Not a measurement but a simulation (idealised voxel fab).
Process module under the name voxel wiring stack
Square cells of 5 nm make up the cross-section cut, whose width is 260 nm.
We lay out every cross-section as a grid of square cells and spell it out in bands from the top down, where one band means one or more rows of cells.
Per band: top height and bottom height in nm, followed by the left-to-right materials and their widths in nm; "edge to edge" marks a single material spanning edge to edge, "air" marks empty space.
Heads up on the height convention: 0 is the point under which the incoming wafer is all one material, and the lowest band has no bottom, it just keeps going down, like "0 -> down".
It should be noted that a width expressed as "30..40" varies in equal increments from row to row of cells within the band, taking the value of the first number at the top row and that of the second number at the bottom row.
"no change occurred" -> step changed no cross-section cell.
So "Closed void entries" is basically the list of trapped voids: any empty space of 8 cells or more that can't reach the top through an opening. They're written width x height at distance, the distance being from the left edge, and it's all nm.
after a step's settings: what the simulator itself notes on the step
Steps that use a mask can have "overlay nm" on their line. It says how far the mask sat to the right of where it was meant to be. Negative means to the left.

SET OUT BELOW ARE THE PLANNED STEPS OF THE PROCESS
1: RECEIVE,material Si
2: CONFORMAL_DEP,material SiO2,thk nm 15
3: CONFORMAL_DEP,material SiN,thk nm 5
4: DIRECTIONAL_DEP,material SiO2,thk nm 15
5: PATTERN,tone open,mask id METAL_1,material resist,width nm 30,pitch nm 60,thk nm 15,overlay nm 0
6: DIRECTIONAL_ETCH,etch materials SiO2,depth nm 15
7: DIRECTIONAL_ETCH,etch materials SiN,depth nm 5
8: STRIP,etch materials resist
9: CONFORMAL_DEP,material TiN,thk nm 5
10: FILL_DEP,material W,thk nm 5
11: CMP,height nm 35
12: EPI,material Ru,thk nm 5
13: FILL_DEP,material SiCN,thk nm 5
14: DIRECTIONAL_DEP,material lowk,thk nm 30
15: DIRECTIONAL_DEP,material aC,thk nm 10
16: PATTERN,tone open,mask id METAL_2,material resist,width nm 30,pitch nm 60,thk nm 25,overlay nm 0
17: DIRECTIONAL_ETCH,etch materials aC,depth nm 10
18: STRIP,etch materials resist
19: DIRECTIONAL_ETCH,etch materials lowk,depth nm 20
20: STRIP,etch materials aC
21: DIRECTIONAL_DEP,material aC,thk nm 15
22: PATTERN,tone open,mask id METAL_2_HOLES,material resist,width nm 15,pitch nm 120,thk nm 30,overlay nm 0
23: DIRECTIONAL_ETCH,etch materials aC,depth nm 15
24: STRIP,etch materials resist
25: DIRECTIONAL_ETCH,etch materials lowk,depth nm 10
26: DIRECTIONAL_ETCH,etch materials SiCN,depth nm 5
27: STRIP,etch materials aC
28: CONFORMAL_DEP,material TiN,thk nm 5
29: FILL_DEP,material Cu,thk nm 5
30: CMP,height nm 75
31: CONFORMAL_DEP,material SiCN,thk nm 5
32: DIRECTIONAL_DEP,material lowk,thk nm 15
33: MASKED_ETCH,tone open,mask id PLUG_2,width nm 15,pitch nm 120,etch materials lowk,depth nm 15,overlay nm 0
34: MASKED_ETCH,tone open,mask id PLUG_2,width nm 15,pitch nm 120,etch materials SiCN,depth nm 5,overlay nm 0
35: EPI,material Ru,thk nm 10
36: EPI,material Ru,thk nm 10
37: DIRECTIONAL_DEP,material TiN,thk nm 5
38: DIRECTIONAL_DEP,material Ru,thk nm 25
39: MASKED_ETCH,tone cover,mask id METAL_3,width nm 30,pitch nm 60,etch materials Ru,depth nm 25,overlay nm 0
40: MASKED_ETCH,tone cover,mask id METAL_3,width nm 30,pitch nm 60,etch materials TiN,depth nm 5,overlay nm 0
41: CONFORMAL_DEP,material SiN,thk nm 5
42: FILL_DEP,material SiO2,thk nm 5
43: CMP,height nm 125
44: CONFORMAL_DEP,material SiN,thk nm 5

CROSS-SECTION: WAFER ON ARRIVAL = AFTER STEP 1
  0 -> down | Si edge to edge
  Closed void entries: none

WAFER AT MODULE END, IN SECTION. BEGAN AS ABOVE, PLANNED AS ABOVE, RUN WITH ONE MISTAKE
  130 -> 125 | SiN edge to edge
  125 -> 115 | SiO2 50 nm / SiN 5 nm / Ru 30 nm / SiN 5 nm / SiO2 20 nm / SiN 5 nm / Ru 30 nm / SiN 5 nm / SiO2 20 nm / SiN 5 nm / Ru 30 nm / SiN 5 nm / SiO2 50 nm
  115 -> 110 | SiN 55 nm / Ru 15 nm / TiN 15 nm / SiN 30 nm / TiN 30 nm / SiN 30 nm / Ru 15 nm / TiN 15 nm / SiN 55 nm
  110 -> 100 | lowk 55 nm / Ru 15 nm / lowk 105 nm / Ru 15 nm / lowk 70 nm
  100 -> 95 | lowk 55 nm / TiN 15 nm / lowk 105 nm / TiN 15 nm / lowk 70 nm
  95 -> 80 | lowk edge to edge
  80 -> 75 | SiCN edge to edge
  75 -> 60 | lowk 55 nm / TiN 5 nm / Cu 20 nm / TiN 5 nm / lowk 30 nm / TiN 5 nm / Cu 20 nm / TiN 5 nm / lowk 30 nm / TiN 5 nm / Cu 20 nm / TiN 5 nm / lowk 55 nm
  60 -> 55 | lowk 55 nm / TiN 5 nm / Cu 5 nm / TiN 20 nm / lowk 30 nm / TiN 30 nm / lowk 30 nm / TiN 5 nm / Cu 5 nm / TiN 20 nm / lowk 55 nm
  55 -> 45 | lowk 55 nm / TiN 5 nm / Cu 5 nm / TiN 5 nm / lowk 105 nm / TiN 5 nm / Cu 5 nm / TiN 5 nm / lowk 70 nm
  45 -> 40 | SiCN 55 nm / TiN 15 nm / SiCN 105 nm / TiN 15 nm / SiCN 70 nm
  40 -> 35 | SiCN 50 nm / Ru 40 nm / SiCN 20 nm / Ru 40 nm / SiCN 20 nm / Ru 40 nm / SiCN 50 nm
  35 -> 20 | SiO2 55 nm / TiN 5 nm / W 20 nm / TiN 5 nm / SiO2 30 nm / TiN 5 nm / W 20 nm / TiN 5 nm / SiO2 30 nm / TiN 5 nm / W 20 nm / TiN 5 nm / SiO2 55 nm
  20 -> 15 | SiN 55 nm / TiN 30 nm / SiN 30 nm / TiN 30 nm / SiN 30 nm / TiN 30 nm / SiN 55 nm
  15 -> 0 | SiO2 edge to edge
  0 -> down | Si edge to edge
  Closed void entries: none
Diagnosis: step 32 of the plan was carried out twice
